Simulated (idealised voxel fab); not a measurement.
voxel ribs on slabs: a process module
Square cell edge 5 nm, section width 200 nm, ID cut.
Bands, listed from the top down, are how a cross-section gets written in this document; the cross-section itself is a grid of square cells, and a band is one or more rows of them.
Top, bottom (nm), then materials left to right with widths (nm); lone material tagged "edge to edge" fills the whole band edge to edge; "air" = empty space.
A quick word on heights: they are counted from 0, and under that level the wafer as it came to us is one material throughout. The lowest band is different from the rest in having no bottom; it simply continues downward, written as in "0 and below".
Width spec "30..40" -> top row of cells at first value, bottom row at second value, equal per-row change in between.
"nothing different" (step): cross-section cells unchanged, all of them.
What "Enclosed void entries" gives you is every empty space of 8 cells or more that is cut off from the top. Each appears as width x height at distance, with the distance taken from the left edge and width, height and distance all in nm.
Whatever follows a step's settings on its line is a remark the simulator itself makes about that step.
The optional step-line setting "overlay nm" applies to steps with a mask and quantifies how far to the right of its planned location the mask lay, a negative value indicating leftward placement.
## plan
- 1: RECEIVE | material Si
- 2: DIRECTIONAL_DEP | material SiO2 | thk nm 25
- 3: DIRECTIONAL_DEP | material SiN | thk nm 20
- 4: DIRECTIONAL_DEP | material aC | thk nm 10
- 5: PATTERN | tone cover | mask id RIB | material resist | width nm 20 | thk nm 30 | overlay nm 0
- 6: DIRECTIONAL_ETCH | etch materials aC | depth nm 10
- 7: STRIP | etch materials resist
- 8: DIRECTIONAL_ETCH | etch materials SiN | depth nm 10
- 9: STRIP | etch materials aC
- 10: PATTERN | tone cover | mask id SLAB | material resist | width nm 80 | thk nm 15 | overlay nm 0
- 11: DIRECTIONAL_ETCH | etch materials SiN | depth nm 10
- 12: STRIP | etch materials resist
- 13: FILL_DEP | material SiO2 | thk nm 25
- 14: CMP | height nm 65
- 15: DIRECTIONAL_DEP | material W | thk nm 10
- 16: PATTERN | tone cover | mask id HEATER | material resist | width nm 30 | thk nm 20 | overlay nm 0
- 17: DIRECTIONAL_ETCH | etch materials W | depth nm 10
- 18: STRIP | etch materials resist
- 19: CONFORMAL_DEP | material SiN | thk nm 5
## Cross-section of the incoming wafer, state after step 1
> 0 and below  Si edge to edge
> Enclosed void entries: none
## Post-module cross-section of the first of two wafers (run per plan)
> 80 down to 75  air 80 nm; SiN 40 nm; air 80 nm
> 75 down to 70  air 80 nm; SiN 5 nm; W 30 nm; SiN 5 nm; air 80 nm
> 70 down to 65  SiN 85 nm; W 30 nm; SiN 85 nm
> 65 down to 45  SiO2 edge to edge
> 45 down to 35  SiO2 90 nm; SiN 20 nm; SiO2 90 nm
> 35 down to 25  SiO2 60 nm; SiN 80 nm; SiO2 60 nm
> 25 down to 0  SiO2 edge to edge
> 0 and below  Si edge to edge
> Enclosed void entries: none
## This is the second of the two wafers, cross-sectioned at the end of the module; it started exactly like the first and was given the same plan, but it was run with one mistake
> 75 down to 65  air 85 nm; W 30 nm; air 85 nm
> 65 down to 45  SiO2 edge to edge
> 45 down to 35  SiO2 90 nm; SiN 20 nm; SiO2 90 nm
> 35 down to 25  SiO2 60 nm; SiN 80 nm; SiO2 60 nm
> 25 down to 0  SiO2 edge to edge
> 0 and below  Si edge to edge
> Enclosed void entries: none
Run error: it should be noted that step 19 of the plan was omitted and was not performed
End check, counted in cells, second wafer has more or fewer of these materials than the first: 44 fewer of SiN
